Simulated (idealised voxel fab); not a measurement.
process module | voxel wiring stack
cross-section cut | 250 nm wide | cells 5 nm
A cross-section is a grid of square cells, given in bands from the top down. A band is one or more rows of cells.
Each band's line starts with the height of the band's top and of its bottom, in nm. Then come its materials from left to right, each with its width in nm. One material with "throughout" fills the band from edge to edge. "air" is empty space.
Height 0 is the level under which the wafer as received is all one material. The lowest band goes on downwards, as in "0 down".
A width such as "30 to 40" changes by the same amount from each row of cells to the next, from the band's top row to its bottom row.
"no change" after a step means that no cell of the cross-section changed.
closed voids: empty space of 8 cells or more with no open way to the top, each as width x height at its distance from the left edge, in nm
after a step's settings: what the simulator itself notes on the step
overlay nm, on a step with a mask: how far to the right of its planned place the mask lay; to the left if negative
plan
1 op RECEIVE | material Si
2 op CONFORMAL_DEP | material SiO2 | thk nm 10
3 op DIRECTIONAL_DEP | material TiN | thk nm 5
4 op DIRECTIONAL_DEP | material W | thk nm 25
5 op PATTERN | tone cover | mask id METAL_1 | material resist | width nm 30 | pitch nm 55 | thk nm 20 | overlay nm 0
6 op DIRECTIONAL_ETCH | etch materials W | depth nm 25
7 op DIRECTIONAL_ETCH | etch materials TiN | depth nm 5
8 op STRIP | etch materials resist
9 op CONFORMAL_DEP | material SiN | thk nm 5
10 op FILL_DEP | material SiO2 | thk nm 10
11 op CMP | height nm 40
12 op CONFORMAL_DEP | material SiCN | thk nm 5
13 op DIRECTIONAL_DEP | material SiO2 | thk nm 30
14 op PATTERN | tone open | mask id METAL_2_HOLES | material resist | width nm 15 | pitch nm 55 | thk nm 20 | overlay nm 0
15 op DIRECTIONAL_ETCH | etch materials SiO2 | depth nm 30
16 op STRIP | etch materials resist
17 op PATTERN | tone open | mask id METAL_2 | material resist | width nm 30 | pitch nm 55 | thk nm 20 | overlay nm 0
18 op DIRECTIONAL_ETCH | etch materials SiO2 | depth nm 20
19 op DIRECTIONAL_ETCH | etch materials SiCN | depth nm 5
20 op STRIP | etch materials resist
21 op CONFORMAL_DEP | material TiN | thk nm 5
22 op FILL_DEP | material Ru | thk nm 5
23 op CMP | height nm 75
24 op CONFORMAL_DEP | material SiCN | thk nm 5
25 op DIRECTIONAL_DEP | material SiO2 | thk nm 35
26 op MASKED_ETCH | tone open | mask id METAL_3_HOLES | width nm 15 | pitch nm 55 | etch materials SiO2 | depth nm 35 | overlay nm 0
27 op MASKED_ETCH | tone open | mask id METAL_3 | width nm 30 | pitch nm 55 | etch materials SiO2 | depth nm 20 | overlay nm 0
28 op MASKED_ETCH | tone open | mask id METAL_3 | width nm 30 | pitch nm 55 | etch materials SiCN | depth nm 5 | overlay nm 0
29 op CONFORMAL_DEP | material TiN | thk nm 5
30 op FILL_DEP | material Cu | thk nm 10
31 op CMP | height nm 115
32 op CONFORMAL_DEP | material SiCN | thk nm 5
as received, after step 1
  0 down: Si throughout
  closed voids: none
first wafer at the end, as planned
  120 to 115: SiCN throughout
  115 to 100: SiO2 80 | TiN 5 | Cu 20 | TiN 5 | SiO2 25 | TiN 5 | Cu 20 | TiN 5 | SiO2 85
  100 to 95: SiO2 80 | TiN 5 | Cu 5 | TiN 20 | SiO2 25 | TiN 5 | Cu 5 | TiN 20 | SiO2 85
  95 to 80: SiO2 80 | TiN 5 | Cu 5 | TiN 5 | SiO2 40 | TiN 5 | Cu 5 | TiN 5 | SiO2 100
  80 to 75: SiCN 80 | TiN 15 | SiCN 40 | TiN 15 | SiCN 100
  75 to 60: SiO2 80 | TiN 5 | Ru 20 | TiN 5 | SiO2 25 | TiN 5 | Ru 20 | TiN 5 | SiO2 85
  60 to 55: SiO2 80 | TiN 5 | Ru 5 | TiN 20 | SiO2 25 | TiN 5 | Ru 5 | TiN 20 | SiO2 85
  55 to 45: SiO2 80 | TiN 5 | Ru 5 | TiN 5 | SiO2 40 | TiN 5 | Ru 5 | TiN 5 | SiO2 100
  45 to 40: SiCN 80 | TiN 15 | SiCN 40 | TiN 15 | SiCN 100
  40 to 15: SiO2 75 | SiN 5 | W 30 | SiN 5 | SiO2 15 | SiN 5 | W 30 | SiN 5 | SiO2 80
  15 to 10: SiN 80 | TiN 30 | SiN 25 | TiN 30 | SiN 85
  10 to 0: SiO2 throughout
  0 down: Si throughout
  closed voids: none
second wafer at the end: like start, like plan, one mistake
  120 to 115: SiCN throughout
  115 to 100: SiO2 80 | TiN 5 | Cu 5 | TiN 5 | SiO2 40 | TiN 5 | Cu 5 | TiN 5 | SiO2 100
  100 to 95: SiO2 80 | TiN 15 | SiO2 40 | TiN 15 | SiO2 100
  95 to 80: SiO2 throughout
  80 to 75: SiCN throughout
  75 to 60: SiO2 80 | TiN 5 | Ru 20 | TiN 5 | SiO2 25 | TiN 5 | Ru 20 | TiN 5 | SiO2 85
  60 to 55: SiO2 80 | TiN 5 | Ru 5 | TiN 20 | SiO2 25 | TiN 5 | Ru 5 | TiN 20 | SiO2 85
  55 to 45: SiO2 80 | TiN 5 | Ru 5 | TiN 5 | SiO2 40 | TiN 5 | Ru 5 | TiN 5 | SiO2 100
  45 to 40: SiCN 80 | TiN 15 | SiCN 40 | TiN 15 | SiCN 100
  40 to 15: SiO2 75 | SiN 5 | W 30 | SiN 5 | SiO2 15 | SiN 5 | W 30 | SiN 5 | SiO2 80
  15 to 10: SiN 80 | TiN 30 | SiN 25 | TiN 30 | SiN 85
  10 to 0: SiO2 throughout
  0 down: Si throughout
  closed voids: none
what went wrong: step 25 was run twice
at the end the second wafer has, in cells: 26 fewer of Cu | 6 more of SiCN | 42 more of SiO2 | 22 fewer of TiN
